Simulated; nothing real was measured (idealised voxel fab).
The document below concerns the process module designated voxel wiring stack.
Cross-section cut spans 165 nm and uses square cells 5 nm in size.
Reading order for cross-sections: top band down to bottom band. Underlying form: a grid of square cells. Band size: one or more rows of cells. Heights first: top, then bottom, in nm. Then materials, left to right, each with a width in nm. "edge to edge" on a single material: fills the band edge to edge. "blank": empty space. Heights are measured from 0, the level below which the as-received wafer is all one material; the lowest band has no bottom and continues downward, written as in "0..down". Quick explanation for "30..40": the width changes in equal steps down the rows of cells, from the first number in the band's top row to the second number in its bottom row. Step note "nothing was modified" = no cross-section cell changed. Entry "Fully sealed cavities". Content: empty spaces with no open connection to the top, size 8 cells or greater. Each: width x height at distance. Distance: from left edge. Unit: nm. On a step's line, text after the settings is the simulator commenting on that step. overlay nm: where the mask lay relative to plan, measured to the right, on steps with a mask; negatives go left.

Process steps foreseen in the plan
1. RECEIVE [material Si]
2. CONFORMAL_DEP [material SiO2] [thk nm 15]
3. DIRECTIONAL_DEP [material TiN] [thk nm 5]
4. DIRECTIONAL_DEP [material W] [thk nm 20]
5. DIRECTIONAL_DEP [material aC] [thk nm 10]
6. PATTERN [tone cover] [mask id METAL_1] [material resist] [width nm 30] [pitch nm 45] [thk nm 30] [overlay nm 0]
7. DIRECTIONAL_ETCH [etch materials aC] [depth nm 10]
8. STRIP [etch materials resist]
9. DIRECTIONAL_ETCH [etch materials W] [depth nm 20]
10. DIRECTIONAL_ETCH [etch materials TiN] [depth nm 5]
11. STRIP [etch materials aC]
12. CONFORMAL_DEP [material SiN] [thk nm 5]
13. FILL_DEP [material lowk] [thk nm 5]
14. CMP [height nm 40]
15. CONFORMAL_DEP [material SiCN] [thk nm 5]
16. DIRECTIONAL_DEP [material SiO2] [thk nm 20]
17. DIRECTIONAL_DEP [material aC] [thk nm 10]
18. PATTERN [tone open] [mask id PLUG_1] [material resist] [width nm 15] [pitch nm 90] [thk nm 25] [overlay nm 0]
19. DIRECTIONAL_ETCH [etch materials aC] [depth nm 10]
20. STRIP [etch materials resist]
21. DIRECTIONAL_ETCH [etch materials SiO2] [depth nm 20]
22. DIRECTIONAL_ETCH [etch materials SiCN] [depth nm 5]
23. STRIP [etch materials aC]
24. EPI [material Ru] [thk nm 10]
25. EPI [material Ru] [thk nm 10]
26. EPI [material Ru] [thk nm 5]
27. DIRECTIONAL_DEP [material TiN] [thk nm 5]
28. DIRECTIONAL_DEP [material W] [thk nm 25]
29. DIRECTIONAL_DEP [material aC] [thk nm 10]
30. PATTERN [tone cover] [mask id METAL_2] [material resist] [width nm 30] [pitch nm 45] [thk nm 30] [overlay nm 0]
31. DIRECTIONAL_ETCH [etch materials aC] [depth nm 10]
32. STRIP [etch materials resist]
33. DIRECTIONAL_ETCH [etch materials W] [depth nm 25]
34. DIRECTIONAL_ETCH [etch materials TiN] [depth nm 5]
35. STRIP [etch materials aC]
36. CONFORMAL_DEP [material SiN] [thk nm 5]
37. FILL_DEP [material lowk] [thk nm 5]
38. CMP [height nm 95]
39. CONFORMAL_DEP [material SiCN] [thk nm 5]
40. DIRECTIONAL_DEP [material lowk] [thk nm 10]
41. MASKED_ETCH [tone open] [mask id PLUG_2] [width nm 15] [pitch nm 90] [etch materials lowk] [depth nm 10] [overlay nm 0]
42. MASKED_ETCH [tone open] [mask id PLUG_2] [width nm 15] [pitch nm 90] [etch materials SiCN] [depth nm 5] [overlay nm 0]
43. EPI [material Ru] [thk nm 10]
44. EPI [material Ru] [thk nm 5]
45. DIRECTIONAL_DEP [material TiN] [thk nm 5]
46. DIRECTIONAL_DEP [material W] [thk nm 15]
47. MASKED_ETCH [tone cover] [mask id METAL_3] [width nm 30] [pitch nm 45] [etch materials W] [depth nm 15] [overlay nm 0]
48. MASKED_ETCH [tone cover] [mask id METAL_3] [width nm 30] [pitch nm 45] [etch materials TiN] [depth nm 5] [overlay nm 0]
49. FILL_DEP [material SiO2] [thk nm 10]
50. CMP [height nm 130]
51. CONFORMAL_DEP [material SiCN] [thk nm 5]
52. DIRECTIONAL_DEP [material lowk] [thk nm 10]
53. PATTERN [tone open] [mask id PLUG_3] [material resist] [width nm 15] [pitch nm 45] [thk nm 20] [overlay nm 0]
54. DIRECTIONAL_ETCH [etch materials lowk] [depth nm 10]
55. DIRECTIONAL_ETCH [etch materials SiCN] [depth nm 5]
56. STRIP [etch materials resist]
57. CONFORMAL_DEP [material TiN] [thk nm 5]
58. FILL_DEP [material Cu] [thk nm 5]
59. CMP [height nm 145]
60. DIRECTIONAL_DEP [material TiN] [thk nm 5]
61. DIRECTIONAL_DEP [material W] [thk nm 20]
62. MASKED_ETCH [tone cover] [mask id METAL_4] [width nm 30] [pitch nm 45] [etch materials W] [depth nm 20] [overlay nm 0]
63. MASKED_ETCH [tone cover] [mask id METAL_4] [width nm 30] [pitch nm 45] [etch materials TiN] [depth nm 5] [overlay nm 0]
64. CONFORMAL_DEP [material SiCN] [thk nm 5]
65. FILL_DEP [material SiO2] [thk nm 10]
66. CMP [height nm 170]
67. CONFORMAL_DEP [material SiCN] [thk nm 5]
The plan's step 57 thk nm is the first wafer's value; the wafers differ in this setting and start identical.

The first of several wafers as received, shown in cross-section; this is its state after step 1
* 0..down: Si edge to edge
* Fully sealed cavities: none

First wafer at the end, after step 67
* 175..170: SiCN edge to edge
* 170..150: SiO2: 15 / SiCN: 5 / W: 30 / SiCN: 5 / SiO2: 5 / SiCN: 5 / W: 30 / SiCN: 5 / SiO2: 5 / SiCN: 5 / W: 30 / SiCN: 5 / SiO2: 20
* 150..145: SiCN: 20 / TiN: 30 / SiCN: 15 / TiN: 30 / SiCN: 15 / TiN: 30 / SiCN: 25
* 145..135: lowk: 20 / TiN: 5 / Cu: 5 / TiN: 5 / lowk: 30 / TiN: 5 / Cu: 5 / TiN: 5 / lowk: 30 / TiN: 5 / Cu: 5 / TiN: 5 / lowk: 40
* 135..130: SiCN: 20 / TiN: 15 / SiCN: 30 / TiN: 15 / SiCN: 30 / TiN: 15 / SiCN: 40
* 130..115: SiO2: 20 / W: 30 / SiO2: 15 / W: 30 / SiO2: 15 / W: 30 / SiO2: 25
* 115..110: SiO2: 20 / TiN: 30 / SiO2: 15 / TiN: 30 / SiO2: 15 / TiN: 30 / SiO2: 25
* 110..100: lowk: 20 / Ru: 15 / lowk: 75 / Ru: 15 / lowk: 40
* 100..95: SiCN: 20 / Ru: 15 / SiCN: 75 / Ru: 15 / SiCN: 40
* 95..70: lowk: 15 / SiN: 5 / W: 30 / SiN: 5 / lowk: 5 / SiN: 5 / W: 30 / SiN: 5 / lowk: 5 / SiN: 5 / W: 30 / SiN: 5 / lowk: 20
* 70..65: SiN: 20 / TiN: 30 / SiN: 15 / TiN: 30 / SiN: 15 / TiN: 30 / SiN: 25
* 65..45: SiO2: 20 / Ru: 15 / SiO2: 75 / Ru: 15 / SiO2: 40
* 45..40: SiCN: 20 / Ru: 15 / SiCN: 75 / Ru: 15 / SiCN: 40
* 40..20: lowk: 15 / SiN: 5 / W: 30 / SiN: 5 / lowk: 5 / SiN: 5 / W: 30 / SiN: 5 / lowk: 5 / SiN: 5 / W: 30 / SiN: 5 / lowk: 20
* 20..15: SiN: 20 / TiN: 30 / SiN: 15 / TiN: 30 / SiN: 15 / TiN: 30 / SiN: 25
* 15..0: SiO2 edge to edge
* 0..down: Si edge to edge
* Fully sealed cavities: none

Sectional view of the last wafer upon completion of the module
* 175..170: SiCN edge to edge
* 170..150: SiO2: 15 / SiCN: 5 / W: 30 / SiCN: 5 / SiO2: 5 / SiCN: 5 / W: 30 / SiCN: 5 / SiO2: 5 / SiCN: 5 / W: 30 / SiCN: 5 / SiO2: 20
* 150..145: SiCN: 20 / TiN: 30 / SiCN: 15 / TiN: 30 / SiCN: 15 / TiN: 30 / SiCN: 25
* 145..135: lowk: 20 / TiN: 15 / lowk: 30 / TiN: 15 / lowk: 30 / TiN: 15 / lowk: 40
* 135..130: SiCN: 20 / TiN: 15 / SiCN: 30 / TiN: 15 / SiCN: 30 / TiN: 15 / SiCN: 40
* 130..115: SiO2: 20 / W: 30 / SiO2: 15 / W: 30 / SiO2: 15 / W: 30 / SiO2: 25
* 115..110: SiO2: 20 / TiN: 30 / SiO2: 15 / TiN: 30 / SiO2: 15 / TiN: 30 / SiO2: 25
* 110..100: lowk: 20 / Ru: 15 / lowk: 75 / Ru: 15 / lowk: 40
* 100..95: SiCN: 20 / Ru: 15 / SiCN: 75 / Ru: 15 / SiCN: 40
* 95..70: lowk: 15 / SiN: 5 / W: 30 / SiN: 5 / lowk: 5 / SiN: 5 / W: 30 / SiN: 5 / lowk: 5 / SiN: 5 / W: 30 / SiN: 5 / lowk: 20
* 70..65: SiN: 20 / TiN: 30 / SiN: 15 / TiN: 30 / SiN: 15 / TiN: 30 / SiN: 25
* 65..45: SiO2: 20 / Ru: 15 / SiO2: 75 / Ru: 15 / SiO2: 40
* 45..40: SiCN: 20 / Ru: 15 / SiCN: 75 / Ru: 15 / SiCN: 40
* 40..20: lowk: 15 / SiN: 5 / W: 30 / SiN: 5 / lowk: 5 / SiN: 5 / W: 30 / SiN: 5 / lowk: 5 / SiN: 5 / W: 30 / SiN: 5 / lowk: 20
* 20..15: SiN: 20 / TiN: 30 / SiN: 15 / TiN: 30 / SiN: 15 / TiN: 30 / SiN: 25
* 15..0: SiO2 edge to edge
* 0..down: Si edge to edge
* Fully sealed cavities: none

Row per wafer, end-of-module: cell gain (+)/loss (-) by material since the wafer came in, then closed voids
thk nm 5, +6 Cu, +48 Ru, +150 SiCN, +84 SiN, +303 SiO2, +93 TiN, +288 W, +183 lowk, Fully sealed cavities: none
thk nm 10, +48 Ru, +150 SiCN, +84 SiN, +303 SiO2, +99 TiN, +288 W, +183 lowk, Fully sealed cavities: none
thk nm 15, +48 Ru, +150 SiCN, +84 SiN, +303 SiO2, +99 TiN, +288 W, +183 lowk, Fully sealed cavities: none
thk nm 20, +48 Ru, +150 SiCN, +84 SiN, +303 SiO2, +99 TiN, +288 W, +183 lowk, Fully sealed cavities: none
